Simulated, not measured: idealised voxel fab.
Herein follows the process module entitled voxel transistor to metal.
The cross-section shown here is cut; it is 285 nm wide and divided into square cells measuring 5 nm on a side.
Bands, listed from the top down, are how a cross-section gets written in this document; the cross-section itself is a grid of square cells, and a band is one or more rows of them. The band entry comprises the height of the band's top followed by the height of its bottom, expressed in nm, and subsequently the band's materials from left to right, each stated together with its width in nm. Where a single material is marked with the word "everywhere", that material fills the band from edge to edge. The word "air" represents empty space. Convention: height 0 is the level below which the wafer, as received, is all one material. The lowest band does not terminate at the bottom but continues downward, represented as "0 down". With a width like "30..40", each row of cells in the band differs from the next by the same amount, the top row carrying the first number and the bottom row the second. "identical to before" (step): cross-section cells unchanged, all of them. "Completely enclosed voids" means: voids of 8 cells or more that are shut off from the top with no open way through. Written width x height at distance, distance from the left edge, in nm. On each step's line, the part that comes after the settings is the simulator's own comment on the step. overlay nm: how far to the right of its planned place the mask lay on this masked step (negative: to the left).

INTENDED PROCESS STEPS
1: RECEIVE with material Si
2: OXIDIZE with depth nm 5
3: CONFORMAL_DEP with material SiN, thk nm 10
4: PATTERN with tone cover, mask id ACTIVE, material resist, width nm 110, pitch nm 135, thk nm 20, overlay nm 0
5: DIRECTIONAL_ETCH with etch materials SiN, depth nm 10
6: DIRECTIONAL_ETCH with etch materials SiO2, depth nm 5
7: DIRECTIONAL_ETCH with etch materials Si, depth nm 30
8: STRIP with etch materials resist
9: OXIDIZE with depth nm 5
10: FILL_DEP with material SiO2, thk nm 10
11: CMP with height nm 10
12: SELECTIVE_ETCH with etch materials SiO2, depth nm 10
13: STRIP with etch materials SiN
14: SELECTIVE_ETCH with etch materials SiO2, depth nm 5
15: OXIDIZE with depth nm 5
16: DIRECTIONAL_DEP with material polySi, thk nm 30
17: DIRECTIONAL_DEP with material SiCN, thk nm 15
18: PATTERN with tone cover, mask id GATE, material resist, width nm 30, pitch nm 135, thk nm 20, overlay nm 0
19: DIRECTIONAL_ETCH with etch materials SiCN, depth nm 25
20: DIRECTIONAL_ETCH with etch materials polySi, depth nm 40
21: STRIP with etch materials resist
22: CONFORMAL_DEP with material SiO2, thk nm 5
23: DIRECTIONAL_ETCH with etch materials SiO2, depth nm 5
24: CONFORMAL_DEP with material SiN, thk nm 10
25: DIRECTIONAL_ETCH with etch materials SiN, depth nm 10
26: DIRECTIONAL_ETCH with etch materials SiO2, depth nm 5
27: DIRECTIONAL_ETCH with etch materials Si, depth nm 10
28: EPI with material pSi, thk nm 10
29: FILL_DEP with material SiO2, thk nm 5
30: CMP with height nm 25
31: STRIP with etch materials polySi
32: SELECTIVE_ETCH with etch materials SiO2, depth nm 5
33: CONFORMAL_DEP with material HfO2, thk nm 5
34: CONFORMAL_DEP with material TiN, thk nm 5
35: FILL_DEP with material W, thk nm 10
36: CMP with height nm 20
37: DIRECTIONAL_DEP with material SiO2, thk nm 10
38: MASKED_ETCH with tone open, mask id CONTACT, width nm 15, etch materials SiO2, depth nm 40, overlay nm 0
39: CONFORMAL_DEP with material TiN, thk nm 5
40: FILL_DEP with material Ru, thk nm 10
41: CMP with height nm 30
42: CONFORMAL_DEP with material SiN, thk nm 5
43: DIRECTIONAL_DEP with material lowk, thk nm 20
44: MASKED_ETCH with tone open, mask id METAL_1, width nm 15, etch materials lowk, depth nm 20, overlay nm 0
45: MASKED_ETCH with tone open, mask id METAL_1, width nm 15, etch materials SiN, depth nm 5, overlay nm 0
46: CONFORMAL_DEP with material TiN, thk nm 5
47: FILL_DEP with material Ru, thk nm 10
48: CMP with height nm 55
49: CONFORMAL_DEP with material SiCN, thk nm 5
50: DIRECTIONAL_DEP with material lowk, thk nm 30
51: PATTERN with tone open, mask id METAL_2, material resist, width nm 15, pitch nm 135, thk nm 15, overlay nm 0
52: DIRECTIONAL_ETCH with etch materials lowk, depth nm 20
53: STRIP with etch materials resist
54: MASKED_ETCH with tone open, mask id METAL_2_HOLES, width nm 15, pitch nm 135, etch materials lowk, depth nm 10, overlay nm 0
55: MASKED_ETCH with tone open, mask id METAL_2_HOLES, width nm 15, pitch nm 135, etch materials SiCN, depth nm 5, overlay nm 0
56: CONFORMAL_DEP with material TiN, thk nm 5
57: FILL_DEP with material Cu, thk nm 10
58: CMP with height nm 90
59: CONFORMAL_DEP with material SiCN, thk nm 5

CROSS-SECTION: WAFER ON ARRIVAL = AFTER STEP 1
- 0 down  Si everywhere
- Completely enclosed voids: none

LOOK AT THE CROSS-SECTION AFTER THE MODULE: THE WAFER STARTED OUT THE WAY SHOWN ABOVE AND THE PLAN WAS THE ONE SHOWN ABOVE, YET ONE MISTAKE WAS MADE ALONG THE WAY
- 95 to 90  SiCN everywhere
- 90 to 60  30 lowk / 5 TiN / 5 Cu / 5 TiN / 120 lowk / 5 TiN / 5 Cu / 5 TiN / 105 lowk
- 60 to 55  30 SiCN / 15 TiN / 120 SiCN / 15 TiN / 105 SiCN
- 55 to 40  25 lowk / 5 TiN / 15 Ru / 5 TiN / 50 lowk / 5 TiN / 15 Ru / 5 TiN / 35 lowk / 5 TiN / 15 Ru / 5 TiN / 50 lowk / 5 TiN / 15 Ru / 5 TiN / 25 lowk
- 40 to 35  25 lowk / 10 TiN / 5 Ru / 10 TiN / 50 lowk / 10 TiN / 5 Ru / 10 TiN / 35 lowk / 10 TiN / 5 Ru / 10 TiN / 50 lowk / 10 TiN / 5 Ru / 10 TiN / 25 lowk
- 35 to 30  30 SiN / 15 TiN / 60 SiN / 15 TiN / 45 SiN / 15 TiN / 60 SiN / 15 TiN / 30 SiN
- 30 to 20  30 SiO2 / 5 TiN / 5 Ru / 5 TiN / 60 SiO2 / 5 TiN / 5 Ru / 5 TiN / 45 SiO2 / 5 TiN / 5 Ru / 5 TiN / 60 SiO2 / 5 TiN / 5 Ru / 5 TiN / 30 SiO2
- 20 to 5  30 SiO2 / 5 TiN / 5 Ru / 5 TiN / 10 SiN / 5 HfO2 / 5 TiN / 20 W / 5 TiN / 5 HfO2 / 10 SiN / 5 TiN / 5 Ru / 5 TiN / 45 SiO2 / 5 TiN / 5 Ru / 5 TiN / 10 SiN / 5 HfO2 / 5 TiN / 20 W / 5 TiN / 5 HfO2 / 10 SiN / 5 TiN / 5 Ru / 5 TiN / 30 SiO2
- 5 to 0  30 SiO2 / 15 TiN / 10 SiN / 5 HfO2 / 5 TiN / 20 W / 5 TiN / 5 HfO2 / 10 SiN / 15 TiN / 45 SiO2 / 15 TiN / 10 SiN / 5 HfO2 / 5 TiN / 20 W / 5 TiN / 5 HfO2 / 10 SiN / 15 TiN / 30 SiO2
- 0 to -5  30 SiO2 / 5 TiN / 10 pSi / 10 SiN / 5 HfO2 / 30 TiN / 5 HfO2 / 10 SiN / 10 pSi / 5 TiN / 45 SiO2 / 5 TiN / 10 pSi / 10 SiN / 5 HfO2 / 30 TiN / 5 HfO2 / 10 SiN / 10 pSi / 5 TiN / 30 SiO2
- -5 to -10  30 SiO2 / 5 TiN / 10 pSi / 10 SiO2 / 40 HfO2 / 10 SiO2 / 10 pSi / 5 TiN / 45 SiO2 / 5 TiN / 10 pSi / 10 SiO2 / 40 HfO2 / 10 SiO2 / 10 pSi / 5 TiN / 30 SiO2
- -10 to -20  25 SiO2 / 20 pSi / 60 Si / 20 pSi / 35 SiO2 / 20 pSi / 60 Si / 20 pSi / 25 SiO2
- -20 to -40  25 SiO2 / 100 Si / 35 SiO2 / 100 Si / 25 SiO2
- -40 down  Si everywhere
- Completely enclosed voids: none
Run error: step 44 was processed under conditions differing from the plan, specifically as MASKED_ETCH with tone open, mask id METAL_1, width nm 25, etch materials lowk, depth nm 20, overlay nm 0
